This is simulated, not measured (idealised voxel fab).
The process module presented herein is designated voxel self aligned vias.
The cross-section on display is named cut; it measures 175 nm wide, and its cells are 5 nm squares.
Cross-sections here: square-cell grids, written as top-down lists of bands, a band being one or more rows of cells.
Band entry format. Leading values: height of top, height of bottom, nm. Remainder: materials in left-to-right order, each with its width in nm. Special words: "full width" on a single material, which then fills the band edge to edge; "blank", empty space.
It should be noted that heights are counted from 0, beneath which the wafer as supplied is of one material throughout, and that the lowest band possesses no lower boundary but continues downward, as written in "z 0 and below".
The width entry "30 to 40" should be interpreted row by row: the top row of cells in the band takes the first number, the bottom row takes the second number, and the change between adjacent rows is uniform throughout.
Given "nothing was modified" for a step, no cell of the cross-section differs between before and after that step.
Enclosed voids (no open way to top), threshold 8 cells or more, entry "Closed void table", notation width x height at distance, distance from left edge, nm.
Formally, on a step line, whatever follows the settings is a remark that the simulator itself makes on the step.
Among the settings permitted on a step's line is "overlay nm"; applied to a step with a mask, it specifies the extent to which the mask lay to the right of its planned position, whereas a negative figure signifies a position to the left.
**The steps planned for the process are as follows**
1: op RECEIVE | material Si
2: op CONFORMAL_DEP | material SiO2 | thk nm 15
3: op CONFORMAL_DEP | material SiCN | thk nm 5
4: op DIRECTIONAL_DEP | material lowk | thk nm 30
5: op DIRECTIONAL_DEP | material aC | thk nm 15
6: op PATTERN | tone open | mask id LINES | material resist | width nm 25 | pitch nm 65 | thk nm 35 | overlay nm 0
7: op DIRECTIONAL_ETCH | etch materials aC | depth nm 15
8: op STRIP | etch materials resist
9: op DIRECTIONAL_ETCH | etch materials lowk | depth nm 30
10: op STRIP | etch materials aC
11: op CONFORMAL_DEP | material TiN | thk nm 5
12: op FILL_DEP | material W | thk nm 5
13: op CMP | height nm 50
14: op SELECTIVE_ETCH | etch materials W Ru TiN | depth nm 10
15: op FILL_DEP | material SiN | thk nm 10
16: op CMP | height nm 50
17: op DIRECTIONAL_DEP | material lowk | thk nm 20
18: op DIRECTIONAL_DEP | material aC | thk nm 10
19: op PATTERN | tone open | mask id VIAS | material resist | width nm 35 | thk nm 30 | overlay nm 0
20: op DIRECTIONAL_ETCH | etch materials aC | depth nm 10
21: op STRIP | etch materials resist
22: op DIRECTIONAL_ETCH | etch materials lowk | depth nm 20
23: op DIRECTIONAL_ETCH | etch materials SiN | depth nm 10
24: op STRIP | etch materials aC
25: op CONFORMAL_DEP | material TiN | thk nm 5
26: op FILL_DEP | material W | thk nm 10
27: op CMP | height nm 70
28: op CONFORMAL_DEP | material SiN | thk nm 5
**Cross-section of the wafer at receipt, which is the condition after step 1**
- z 0 and below | Si full width
- Closed void table: none
**Starting structure and process plan are as shown above, but one mistake was made in running the module; the wafer cross-section at the end of the module follows**
- z 75 to 70 | SiN full width
- z 70 to 50 | lowk (35), then TiN (5), then W (25), then TiN (5), then lowk (105)
- z 50 to 45 | lowk (35), then TiN (5), then W (25), then TiN (5), then lowk (35), then SiN (25), then lowk (45)
- z 45 to 40 | lowk (35), then TiN (35), then lowk (35), then SiN (25), then lowk (45)
- z 40 to 30 | lowk (35), then TiN (10), then W (15), then TiN (10), then lowk (35), then TiN (5), then W (15), then TiN (5), then lowk (45)
- z 30 to 25 | lowk (40), then TiN (5), then W (15), then TiN (5), then lowk (40), then TiN (5), then W (15), then TiN (5), then lowk (45)
- z 25 to 20 | lowk (40), then TiN (25), then lowk (40), then TiN (25), then lowk (45)
- z 20 to 15 | SiCN full width
- z 15 to 0 | SiO2 full width
- z 0 and below | Si full width
- Closed void table: none
Nonconformance to the process plan: step 22 of the plan saw execution twice
